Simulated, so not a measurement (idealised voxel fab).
process module | voxel gate over fins
cross-section cut | 265 nm wide | cells 5 nm
A cross-section is a grid of square cells, given in bands from the top down. A band is one or more rows of cells.
Each band's line starts with the height of the band's top and of its bottom, in nm. Then come its materials from left to right, each with its width in nm. One material with "throughout" fills the band from edge to edge. "air" is empty space.
Height 0 is the level under which the wafer as received is all one material. The lowest band goes on downwards, as in "0 down".
A width such as "30 to 40" changes by the same amount from each row of cells to the next, from the band's top row to its bottom row.
"no change" after a step means that no cell of the cross-section changed.
closed voids: empty space of 8 cells or more with no open way to the top, each as width x height at its distance from the left edge, in nm
after a step's settings: what the simulator itself notes on the step
overlay nm, on a step with a mask: how far to the right of its planned place the mask lay; to the left if negative
plan
1 op RECEIVE | material Si
2 op CONFORMAL_DEP | material SiN | thk nm 10
3 op DIRECTIONAL_DEP | material aC | thk nm 10
4 op PATTERN | tone cover | mask id FINS | material resist | width nm 15 | pitch nm 50 | thk nm 25 | overlay nm 0
5 op DIRECTIONAL_ETCH | etch materials aC | depth nm 10
6 op STRIP | etch materials resist
7 op DIRECTIONAL_ETCH | etch materials SiN | depth nm 10
8 op DIRECTIONAL_ETCH | etch materials Si | depth nm 30
9 op STRIP | etch materials aC
10 op FILL_DEP | material SiO2 | thk nm 15
11 op CMP | height nm 10
12 op PATTERN | tone open | mask id RAIL | material resist | width nm 15 | thk nm 20 | overlay nm 0
13 op DIRECTIONAL_ETCH | etch materials SiO2 | depth nm 35
14 op STRIP | etch materials resist
15 op CONFORMAL_DEP | material TiN | thk nm 5
16 op FILL_DEP | material Ru | thk nm 5
17 op CMP | height nm 10
18 op SELECTIVE_ETCH | etch materials W Ru TiN | depth nm 25
19 op FILL_DEP | material SiO2 | thk nm 5
20 op CMP | height nm 10
21 op SELECTIVE_ETCH | etch materials SiO2 | depth nm 20
22 op STRIP | etch materials SiN
23 op CONFORMAL_DEP | material HfO2 | thk nm 5
24 op CONFORMAL_DEP | material TiN | thk nm 5
25 op CONFORMAL_DEP | material TiAl | thk nm 5
26 op CONFORMAL_DEP | material TiN | thk nm 5
27 op FILL_DEP | material W | thk nm 10
28 op CMP | height nm 25
29 op CONFORMAL_DEP | material SiN | thk nm 5
first wafer, as planned
as received, after step 1
  0 down: Si throughout
  closed voids: none
after step 2
  10 to 0: SiN throughout
  below 0: unchanged
after step 3
  20 to 10: aC throughout
  below 10: unchanged
after step 4
  45 to 20: air 75 | resist 15 | air 35 | resist 15 | air 35 | resist 15 | air 75
  below 20: unchanged
after step 5
  35 to 20: air 75 | resist 15 | air 35 | resist 15 | air 35 | resist 15 | air 75
  20 to 10: air 75 | aC 15 | air 35 | aC 15 | air 35 | aC 15 | air 75
  below 10: unchanged
after step 6
  20 to 10: air 75 | aC 15 | air 35 | aC 15 | air 35 | aC 15 | air 75
  below 10: unchanged
after step 7
  20 to 10: air 75 | aC 15 | air 35 | aC 15 | air 35 | aC 15 | air 75
  10 to 0: air 75 | SiN 15 | air 35 | SiN 15 | air 35 | SiN 15 | air 75
  below 0: unchanged
after step 8
  20 to 10: air 75 | aC 15 | air 35 | aC 15 | air 35 | aC 15 | air 75
  10 to 0: air 75 | SiN 15 | air 35 | SiN 15 | air 35 | SiN 15 | air 75
  0 to -30: air 75 | Si 15 | air 35 | Si 15 | air 35 | Si 15 | air 75
  below -30: unchanged
after step 9
  10 to 0: air 75 | SiN 15 | air 35 | SiN 15 | air 35 | SiN 15 | air 75
  below 0: unchanged
after step 10
  25 to 10: SiO2 throughout
  10 to 0: SiO2 75 | SiN 15 | SiO2 35 | SiN 15 | SiO2 35 | SiN 15 | SiO2 75
  0 to -30: SiO2 75 | Si 15 | SiO2 35 | Si 15 | SiO2 35 | Si 15 | SiO2 75
  below -30: unchanged
after step 11
  10 to 0: SiO2 75 | SiN 15 | SiO2 35 | SiN 15 | SiO2 35 | SiN 15 | SiO2 75
  below 0: unchanged
after step 12
  30 to 10: resist 100 | air 15 | resist 150
  below 10: unchanged
after step 13
  30 to 10: resist 100 | air 15 | resist 150
  10 to 0: SiO2 75 | SiN 15 | SiO2 10 | air 15 | SiO2 10 | SiN 15 | SiO2 35 | SiN 15 | SiO2 75
  0 to -25: SiO2 75 | Si 15 | SiO2 10 | air 15 | SiO2 10 | Si 15 | SiO2 35 | Si 15 | SiO2 75
  below -25: unchanged
after step 14
  10 to 0: SiO2 75 | SiN 15 | SiO2 10 | air 15 | SiO2 10 | SiN 15 | SiO2 35 | SiN 15 | SiO2 75
  below 0: unchanged
after step 15
  15 to 10: TiN 105 | air 5 | TiN 155
  10 to 0: SiO2 75 | SiN 15 | SiO2 10 | TiN 5 | air 5 | TiN 5 | SiO2 10 | SiN 15 | SiO2 35 | SiN 15 | SiO2 75
  0 to -20: SiO2 75 | Si 15 | SiO2 10 | TiN 5 | air 5 | TiN 5 | SiO2 10 | Si 15 | SiO2 35 | Si 15 | SiO2 75
  -20 to -25: SiO2 75 | Si 15 | SiO2 10 | TiN 15 | SiO2 10 | Si 15 | SiO2 35 | Si 15 | SiO2 75
  below -25: unchanged
after step 16
  20 to 15: Ru throughout
  15 to 10: TiN 105 | Ru 5 | TiN 155
  10 to 0: SiO2 75 | SiN 15 | SiO2 10 | TiN 5 | Ru 5 | TiN 5 | SiO2 10 | SiN 15 | SiO2 35 | SiN 15 | SiO2 75
  0 to -20: SiO2 75 | Si 15 | SiO2 10 | TiN 5 | Ru 5 | TiN 5 | SiO2 10 | Si 15 | SiO2 35 | Si 15 | SiO2 75
  below -20: unchanged
after step 17
  10 to 0: SiO2 75 | SiN 15 | SiO2 10 | TiN 5 | Ru 5 | TiN 5 | SiO2 10 | SiN 15 | SiO2 35 | SiN 15 | SiO2 75
  below 0: unchanged
after step 18
  10 to 0: SiO2 75 | SiN 15 | SiO2 10 | air 15 | SiO2 10 | SiN 15 | SiO2 35 | SiN 15 | SiO2 75
  0 to -15: SiO2 75 | Si 15 | SiO2 10 | air 15 | SiO2 10 | Si 15 | SiO2 35 | Si 15 | SiO2 75
  below -15: unchanged
after step 19
  15 to 10: SiO2 throughout
  10 to 0: SiO2 75 | SiN 15 | SiO2 35 | SiN 15 | SiO2 35 | SiN 15 | SiO2 75
  0 to -15: SiO2 75 | Si 15 | SiO2 35 | Si 15 | SiO2 35 | Si 15 | SiO2 75
  below -15: unchanged
after step 20
  10 to 0: SiO2 75 | SiN 15 | SiO2 35 | SiN 15 | SiO2 35 | SiN 15 | SiO2 75
  below 0: unchanged
after step 21
  10 to 0: air 75 | SiN 15 | air 35 | SiN 15 | air 35 | SiN 15 | air 75
  0 to -10: air 75 | Si 15 | air 35 | Si 15 | air 35 | Si 15 | air 75
  below -10: unchanged
after step 22
  0 to -10: air 75 | Si 15 | air 35 | Si 15 | air 35 | Si 15 | air 75
  below -10: unchanged
after step 23
  5 to 0: air 70 | HfO2 25 | air 25 | HfO2 25 | air 25 | HfO2 25 | air 70
  0 to -5: air 70 | HfO2 5 | Si 15 | HfO2 5 | air 25 | HfO2 5 | Si 15 | HfO2 5 | air 25 | HfO2 5 | Si 15 | HfO2 5 | air 70
  -5 to -10: HfO2 75 | Si 15 | HfO2 35 | Si 15 | HfO2 35 | Si 15 | HfO2 75
  below -10: unchanged
after step 24
  10 to 5: air 65 | TiN 35 | air 15 | TiN 35 | air 15 | TiN 35 | air 65
  5 to 0: air 65 | TiN 5 | HfO2 25 | TiN 5 | air 15 | TiN 5 | HfO2 25 | TiN 5 | air 15 | TiN 5 | HfO2 25 | TiN 5 | air 65
  0 to -5: TiN 70 | HfO2 5 | Si 15 | HfO2 5 | TiN 25 | HfO2 5 | Si 15 | HfO2 5 | TiN 25 | HfO2 5 | Si 15 | HfO2 5 | TiN 70
  below -5: unchanged
after step 25
  15 to 10: air 60 | TiAl 45 | air 5 | TiAl 45 | air 5 | TiAl 45 | air 60
  10 to 5: air 60 | TiAl 5 | TiN 35 | TiAl 5 | air 5 | TiAl 5 | TiN 35 | TiAl 5 | air 5 | TiAl 5 | TiN 35 | TiAl 5 | air 60
  5 to 0: TiAl 65 | TiN 5 | HfO2 25 | TiN 5 | TiAl 15 | TiN 5 | HfO2 25 | TiN 5 | TiAl 15 | TiN 5 | HfO2 25 | TiN 5 | TiAl 65
  below 0: unchanged
after step 26
  20 to 15: air 55 | TiN 155 | air 55
  15 to 10: air 55 | TiN 5 | TiAl 45 | TiN 5 | TiAl 45 | TiN 5 | TiAl 45 | TiN 5 | air 55
  10 to 5: TiN 60 | TiAl 5 | TiN 35 | TiAl 5 | TiN 5 | TiAl 5 | TiN 35 | TiAl 5 | TiN 5 | TiAl 5 | TiN 35 | TiAl 5 | TiN 60
  below 5: unchanged
after step 27
  30 to 20: W throughout
  20 to 15: W 55 | TiN 155 | W 55
  15 to 10: W 55 | TiN 5 | TiAl 45 | TiN 5 | TiAl 45 | TiN 5 | TiAl 45 | TiN 5 | W 55
  below 10: unchanged
after step 28
  25 to 20: W throughout
  below 20: unchanged
after step 29
  30 to 25: SiN throughout
  below 25: unchanged
second wafer: like start, like plan, one mistake. Through step 3 it matches the first wafer
when step 4 should have ended
  45 to 20: resist 75 | air 15 | resist 35 | air 15 | resist 35 | air 15 | resist 75
  below 20: unchanged
when step 5 should have ended
  35 to 20: resist 75 | air 15 | resist 35 | air 15 | resist 35 | air 15 | resist 75
  20 to 10: aC 75 | air 15 | aC 35 | air 15 | aC 35 | air 15 | aC 75
  below 10: unchanged
when step 6 should have ended
  20 to 10: aC 75 | air 15 | aC 35 | air 15 | aC 35 | air 15 | aC 75
  below 10: unchanged
when step 7 should have ended
  20 to 10: aC 75 | air 15 | aC 35 | air 15 | aC 35 | air 15 | aC 75
  10 to 0: SiN 75 | air 15 | SiN 35 | air 15 | SiN 35 | air 15 | SiN 75
  below 0: unchanged
when step 8 should have ended
  20 to 10: aC 75 | air 15 | aC 35 | air 15 | aC 35 | air 15 | aC 75
  10 to 0: SiN 75 | air 15 | SiN 35 | air 15 | SiN 35 | air 15 | SiN 75
  0 to -30: Si 75 | air 15 | Si 35 | air 15 | Si 35 | air 15 | Si 75
  below -30: unchanged
when step 9 should have ended
  10 to 0: SiN 75 | air 15 | SiN 35 | air 15 | SiN 35 | air 15 | SiN 75
  below 0: unchanged
when step 10 should have ended
  25 to 10: SiO2 throughout
  10 to 0: SiN 75 | SiO2 15 | SiN 35 | SiO2 15 | SiN 35 | SiO2 15 | SiN 75
  0 to -30: Si 75 | SiO2 15 | Si 35 | SiO2 15 | Si 35 | SiO2 15 | Si 75
  below -30: unchanged
when step 11 should have ended
  10 to 0: SiN 75 | SiO2 15 | SiN 35 | SiO2 15 | SiN 35 | SiO2 15 | SiN 75
  below 0: unchanged
when step 12 should have ended
  30 to 10: resist 100 | air 15 | resist 150
  below 10: unchanged
when step 13 should have ended: no change
when step 14 should have ended
  10 to 0: SiN 75 | SiO2 15 | SiN 35 | SiO2 15 | SiN 35 | SiO2 15 | SiN 75
  below 0: unchanged
when step 15 should have ended
  15 to 10: TiN throughout
  below 10: unchanged
when step 16 should have ended
  20 to 15: Ru throughout
  below 15: unchanged
when step 17 should have ended
  10 to 0: SiN 75 | SiO2 15 | SiN 35 | SiO2 15 | SiN 35 | SiO2 15 | SiN 75
  below 0: unchanged
when step 18 should have ended: no change
when step 19 should have ended
  15 to 10: SiO2 throughout
  below 10: unchanged
when step 20 should have ended
  10 to 0: SiN 75 | SiO2 15 | SiN 35 | SiO2 15 | SiN 35 | SiO2 15 | SiN 75
  below 0: unchanged
when step 21 should have ended
  10 to 0: SiN 75 | air 15 | SiN 35 | air 15 | SiN 35 | air 15 | SiN 75
  0 to -10: Si 75 | air 15 | Si 35 | air 15 | Si 35 | air 15 | Si 75
  below -10: unchanged
when step 22 should have ended
  0 to -10: Si 75 | air 15 | Si 35 | air 15 | Si 35 | air 15 | Si 75
  below -10: unchanged
when step 23 should have ended
  5 to 0: HfO2 80 | air 5 | HfO2 45 | air 5 | HfO2 45 | air 5 | HfO2 80
  0 to -5: Si 75 | HfO2 5 | air 5 | HfO2 5 | Si 35 | HfO2 5 | air 5 | HfO2 5 | Si 35 | HfO2 5 | air 5 | HfO2 5 | Si 75
  -5 to -10: Si 75 | HfO2 15 | Si 35 | HfO2 15 | Si 35 | HfO2 15 | Si 75
  below -10: unchanged
when step 24 should have ended
  10 to 5: TiN throughout
  5 to 0: HfO2 80 | TiN 5 | HfO2 45 | TiN 5 | HfO2 45 | TiN 5 | HfO2 80
  0 to -5: Si 75 | HfO2 5 | TiN 5 | HfO2 5 | Si 35 | HfO2 5 | TiN 5 | HfO2 5 | Si 35 | HfO2 5 | TiN 5 | HfO2 5 | Si 75
  below -5: unchanged
when step 25 should have ended
  15 to 10: TiAl throughout
  below 10: unchanged
when step 26 should have ended
  20 to 15: TiN throughout
  below 15: unchanged
when step 27 should have ended
  30 to 20: W throughout
  below 20: unchanged
when step 28 should have ended
  25 to 20: W throughout
  below 20: unchanged
when step 29 should have ended
  30 to 25: SiN throughout
  below 25: unchanged
what went wrong: step 4 ran as: op PATTERN | tone open | mask id FINS | material resist | width nm 15 | pitch nm 50 | thk nm 25 | overlay nm 0
at the end the second wafer has, in cells: 1 fewer of Ru | 210 more of Si | 134 fewer of SiO2 | 12 fewer of TiAl | 19 fewer of TiN | 44 fewer of W
